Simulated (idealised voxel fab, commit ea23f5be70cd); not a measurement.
The document below concerns the process module designated voxel tone inversion.
Cross-section cut spans 265 nm and uses square cells 5 nm in size.
A cross-section is a grid of square cells, given in bands from the top down. A band is one or more rows of cells.
Per band: top height and bottom height in nm, followed by the left-to-right materials and their widths in nm; "full width" marks a single material spanning edge to edge, "air" marks empty space.
Heights are measured from 0, the level below which the as-received wafer is all one material; the lowest band has no bottom and continues downward, written as in "from 0 down".
The two numbers in a width such as "30->40" mark its ends across the band: the first belongs to the top row of cells, the second to the bottom row, and from each row to the next the width moves by the same amount.
Given "no modifications" for a step, no cell of the cross-section differs between before and after that step.
Heads up: "Voids lacking openings" only lists the empty pockets with no open path to the top that are 8 cells or more, and it writes them as width x height at distance, distance from the left edge, in nm.
Heads up: the bit after the settings on a step's line is the simulator's remark on that step.
overlay nm: on a step with a mask, how far right of its planned place the mask lay; negative means left.
The process steps that were planned are listed below
| 1 | RECEIVE | material Si |
| 2 | CONFORMAL_DEP | material SiN | thk nm 10 |
| 3 | DIRECTIONAL_DEP | material polySi | thk nm 20 |
| 4 | PATTERN | tone cover | mask id POSTS | material resist | width nm 15 | pitch nm 40 | thk nm 30 | overlay nm 0 |
| 5 | DIRECTIONAL_ETCH | etch materials polySi | depth nm 20 |
| 6 | STRIP | etch materials resist |
| 7 | FILL_DEP | material lowk | thk nm 10 |
| 8 | CMP | height nm 30 |
| 9 | STRIP | etch materials polySi |
Of two wafers, the first: run according to plan
Step 1 complete: cross-section of the wafer as received
* from 0 down  Si full width
* Voids lacking openings: none
State of the wafer after step 2, shown in cross-section
* from 10 to 0  SiN full width
* Below 0, no change.
State of the wafer after step 3, shown in cross-section
* from 30 to 10  polySi full width
* Below 10, no change.
State of the wafer after step 4, shown in cross-section
* from 60 to 30  65 nm air  15 nm resist  25 nm air  15 nm resist  25 nm air  15 nm resist  25 nm air  15 nm resist  65 nm air
* Below 30, no change.
State of the wafer after step 5, shown in cross-section
* from 60 to 30  65 nm air  15 nm resist  25 nm air  15 nm resist  25 nm air  15 nm resist  25 nm air  15 nm resist  65 nm air
* from 30 to 10  65 nm air  15 nm polySi  25 nm air  15 nm polySi  25 nm air  15 nm polySi  25 nm air  15 nm polySi  65 nm air
* Below 10, no change.
State of the wafer after step 6, shown in cross-section
* from 30 to 10  65 nm air  15 nm polySi  25 nm air  15 nm polySi  25 nm air  15 nm polySi  25 nm air  15 nm polySi  65 nm air
* Below 10, no change.
State of the wafer after step 7, shown in cross-section
* from 40 to 30  lowk full width
* from 30 to 10  65 nm lowk  15 nm polySi  25 nm lowk  15 nm polySi  25 nm lowk  15 nm polySi  25 nm lowk  15 nm polySi  65 nm lowk
* Below 10, no change.
State of the wafer after step 8, shown in cross-section
* from 30 to 10  65 nm lowk  15 nm polySi  25 nm lowk  15 nm polySi  25 nm lowk  15 nm polySi  25 nm lowk  15 nm polySi  65 nm lowk
* Below 10, no change.
State of the wafer after step 9, shown in cross-section
* from 30 to 10  65 nm lowk  15 nm air  25 nm lowk  15 nm air  25 nm lowk  15 nm air  25 nm lowk  15 nm air  65 nm lowk
* Below 10, no change.
Wafer two of two - same starting point, same process plan, one mistake in execution; matches wafer one up to and including step 7
Second wafer cross-section, taken as of the time the plan sets for step 8 to be done
* from 35 to 30  lowk full width
* Below 30, no change.
Second wafer cross-section, taken as of the time the plan sets for step 9 to be done: no modifications
So what did we get wrong on this run? it should be noted that step 8 was executed with settings other than those planned, the operation and settings actually applied being CMP | height nm 35
It is noted that, at the conclusion of processing, the second wafer exhibits a higher or lower cell count for certain materials relative to the first: +53 lowk | +48 polySi
